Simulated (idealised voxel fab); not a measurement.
Process module under the name voxel transistor to metal
We display cut, a cross-section 215 nm in width whose square cells are each 5 nm.
For the purposes of this document, a cross-section shall be understood as a grid of square cells, specified as bands listed in top-to-bottom order, each band consisting of one or more rows of cells.
This entry defines a band. It first specifies the height of the band's top and the height of its bottom in nm, and then specifies the band's materials from left to right, stating each material with its width in nm. The word "edge to edge" identifies a single material that fills the band from edge to edge, while the word "empty" identifies empty space.
Measure heights from 0. That's the level where, below it, the as-received wafer is all one material. The lowest band is bottomless and extends downward; write it as in "0 down".
Quick explanation for "30..40": the width changes in equal steps down the rows of cells, from the first number in the band's top row to the second number in its bottom row.
Key: "no modifications" - step with no changed cell in the cross-section.
This entry, "Closed cavities", enumerates those empty regions of no fewer than 8 cells that possess no open connection to the top. Each region is reported in the form width x height at distance, the distance being taken from the left edge, with all three quantities expressed in nm.
Text after the settings on a step's line: the simulator's own remark on that step.
"overlay nm" answers the question of how far to the right of plan the mask lay on a step that has a mask, and when it is negative the answer is to the left.

Planned process steps
| 1 | RECEIVE, material Si |
| 2 | OXIDIZE, depth nm 5 |
| 3 | CONFORMAL_DEP, material SiN, thk nm 15 |
| 4 | DIRECTIONAL_DEP, material aC, thk nm 15 |
| 5 | PATTERN, tone cover, mask id ACTIVE, material resist, width nm 105, thk nm 35, overlay nm 0 |
| 6 | DIRECTIONAL_ETCH, etch materials aC, depth nm 15 |
| 7 | STRIP, etch materials resist |
| 8 | DIRECTIONAL_ETCH, etch materials SiN, depth nm 15 |
| 9 | DIRECTIONAL_ETCH, etch materials SiO2, depth nm 5 |
| 10 | DIRECTIONAL_ETCH, etch materials Si, depth nm 30 |
| 11 | STRIP, etch materials aC |
| 12 | FILL_DEP, material SiO2, thk nm 10 |
| 13 | CMP, height nm 15 |
| 14 | SELECTIVE_ETCH, etch materials SiO2, depth nm 10 |
| 15 | STRIP, etch materials SiN |
| 16 | SELECTIVE_ETCH, etch materials SiO2, depth nm 5 |
| 17 | OXIDIZE, depth nm 5 |
| 18 | DIRECTIONAL_DEP, material polySi, thk nm 30 |
| 19 | DIRECTIONAL_DEP, material SiCN, thk nm 15 |
| 20 | DIRECTIONAL_DEP, material aC, thk nm 10 |
| 21 | PATTERN, tone cover, mask id GATE, material resist, width nm 25, thk nm 25, overlay nm 0 |
| 22 | DIRECTIONAL_ETCH, etch materials aC, depth nm 10 |
| 23 | STRIP, etch materials resist |
| 24 | DIRECTIONAL_ETCH, etch materials SiCN, depth nm 25 |
| 25 | DIRECTIONAL_ETCH, etch materials polySi, depth nm 40 |
| 26 | STRIP, etch materials aC |
| 27 | CONFORMAL_DEP, material SiN, thk nm 10 |
| 28 | DIRECTIONAL_ETCH, etch materials SiN, depth nm 10 |
| 29 | DIRECTIONAL_ETCH, etch materials SiO2, depth nm 5 |
| 30 | DIRECTIONAL_ETCH, etch materials Si, depth nm 10 |
| 31 | EPI, material nSi, thk nm 10 |
| 32 | FILL_DEP, material SiO2, thk nm 10 |
| 33 | CMP, height nm 40 |
| 34 | DIRECTIONAL_DEP, material SiO2, thk nm 15 |
| 35 | PATTERN, tone open, mask id CONTACT, material resist, width nm 20, pitch nm 75, thk nm 15, overlay nm 0 |
| 36 | DIRECTIONAL_ETCH, etch materials SiO2, depth nm 65 |
| 37 | STRIP, etch materials resist |
| 38 | CONFORMAL_DEP, material TiN, thk nm 5 |
| 39 | FILL_DEP, material Ru, thk nm 5 |
| 40 | CMP, height nm 55 |
| 41 | DIRECTIONAL_DEP, material TiN, thk nm 5 |
| 42 | DIRECTIONAL_DEP, material W, thk nm 25 |
| 43 | DIRECTIONAL_DEP, material aC, thk nm 15 |
| 44 | PATTERN, tone cover, mask id METAL_1, material resist, width nm 20, pitch nm 75, thk nm 30, overlay nm 0 |
| 45 | DIRECTIONAL_ETCH, etch materials aC, depth nm 15 |
| 46 | STRIP, etch materials resist |
| 47 | DIRECTIONAL_ETCH, etch materials W, depth nm 25 |
| 48 | DIRECTIONAL_ETCH, etch materials TiN, depth nm 5 |
| 49 | STRIP, etch materials aC |
| 50 | CONFORMAL_DEP, material SiCN, thk nm 5 |
| 51 | FILL_DEP, material SiO2, thk nm 5 |
| 52 | CMP, height nm 85 |
| 53 | CONFORMAL_DEP, material SiN, thk nm 5 |

As-received wafer cross-section (after step 1)
	0 down = Si edge to edge
	Closed cavities: none

Below is the wafer in cross-section after the module was completed. It began from the starting point shown above and followed the plan shown above, except that one mistake was made while running it
	90 to 85 = SiN edge to edge
	85 to 60 = SiO2: 55 | SiCN: 5 | W: 20 | SiCN: 5 | SiO2: 45 | SiCN: 5 | W: 20 | SiCN: 5 | SiO2: 55
	60 to 55 = SiCN: 60 | TiN: 20 | SiCN: 55 | TiN: 20 | SiCN: 60
	55 to 40 = SiO2: 60 | TiN: 5 | Ru: 10 | TiN: 5 | SiO2: 55 | TiN: 5 | Ru: 10 | TiN: 5 | SiO2: 60
	40 to 25 = SiO2: 60 | TiN: 5 | Ru: 10 | TiN: 5 | SiO2: 5 | SiN: 10 | SiCN: 25 | SiN: 10 | SiO2: 5 | TiN: 5 | Ru: 10 | TiN: 5 | SiO2: 60
	25 to 5 = SiO2: 60 | TiN: 5 | Ru: 10 | TiN: 5 | SiO2: 5 | SiN: 10 | polySi: 25 | SiN: 10 | SiO2: 5 | TiN: 5 | Ru: 10 | TiN: 5 | SiO2: 60
	5 to 0 = SiO2: 60 | TiN: 20 | SiO2: 5 | SiN: 10 | polySi: 25 | SiN: 10 | SiO2: 5 | TiN: 20 | SiO2: 60
	0 to -5 = SiO2: 55 | SiN: 10 | nSi: 20 | SiN: 10 | polySi: 25 | SiN: 10 | nSi: 20 | SiN: 10 | SiO2: 55
	-5 to -10 = SiO2: 65 | nSi: 20 | SiO2: 45 | nSi: 20 | SiO2: 65
	-10 to -20 = SiO2: 60 | Si: 5 | nSi: 20 | Si: 45 | nSi: 20 | Si: 5 | SiO2: 60
	-20 to -35 = SiO2: 60 | Si: 95 | SiO2: 60
	-35 down = Si edge to edge
	Closed cavities: none
Heads up, the wafer didn't run the way we planned it: step 5 did not use the planned setting and instead ran as PATTERN, tone cover, mask id ACTIVE, material resist, width nm 95, thk nm 35, overlay nm 0
